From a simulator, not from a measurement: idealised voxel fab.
This section sets out a process module, namely voxel released beams.
The width of the displayed cross-section, cut, is 300 nm; its cells are square, with a size of 5 nm.
Square cells in a grid make up a cross-section in this document, and the grid is given as bands, listed from the top down, each one or more rows of cells.
Top height, bottom height, nm. Materials left to right, width each, nm. Single material + "everywhere" = fills band edge to edge. "empty" = empty.
Zero point of the height axis is 0; under it, received wafer = one material. Lowest band: continues down indefinitely, "z 0 and below".
It should be noted that a width expressed as "30->40" varies in equal increments from row to row of cells within the band, taking the value of the first number at the top row and that of the second number at the bottom row.
It should be understood that the words "stayed the same", when stated for a given step, signify that the cross-section underwent no change in any of its cells during that step.
"Trapped voids" means: voids of 8 cells or more that are shut off from the top with no open way through. Written width x height at distance, distance from the left edge, in nm.
The remark found on a step's line after its settings is issued by the simulator itself and pertains to that step.
Regarding "overlay nm": on a step with a mask, it is the distance the mask lay to the right of its planned place; a negative value places it to the left.

Set out below are the planned steps of the process
| 1 | RECEIVE: material Si |
| 2 | CONFORMAL_DEP: material Al2O3, thk nm 10 |
| 3 | DIRECTIONAL_DEP: material SiO2, thk nm 15 |
| 4 | MASKED_ETCH: tone open, mask id ANCHOR, width nm 35, etch materials SiO2, depth nm 15, overlay nm 0 |
| 5 | CONFORMAL_DEP: material W, thk nm 10 |
| 6 | PATTERN: tone cover, mask id BEAM, material resist, width nm 100, thk nm 20, overlay nm 0 |
| 7 | DIRECTIONAL_ETCH: etch materials W, depth nm 10 |
| 8 | STRIP: etch materials resist |
| 9 | STRIP: etch materials SiO2 |

Wafer as received: cross-section following step 1
    z 0 and below  Si everywhere
    Trapped voids: none

Here's the cross-section of the first of our two wafers at the end of the module - it ran as planned
    z 35 to 25  95 empty, 15 W, 15 empty, 70 W, 105 empty
    z 25 to 20  100 empty, 10 W, 15 empty, 10 W, 165 empty
    z 20 to 10  100 empty, 35 W, 165 empty
    z 10 to 0  Al2O3 everywhere
    z 0 and below  Si everywhere
    Trapped voids: none

Second wafer cross-section at end of module - shared start and plan with the first, one mistake in the run
    z 25 to 15  95 empty, 15 W, 15 empty, 70 W, 105 empty
    z 15 to 10  100 empty, 10 W, 15 empty, 10 W, 165 empty
    z 10 to 0  100 empty, 35 W, 165 empty
    z 0 and below  Si everywhere
    Trapped voids: none
Against the plan, the run slipped here: execution of step 2 of the plan did not take place, the step having been omitted
In the final state, the cell counts of the second wafer exceed or fall short of those of the first for the following materials: -120 Al2O3
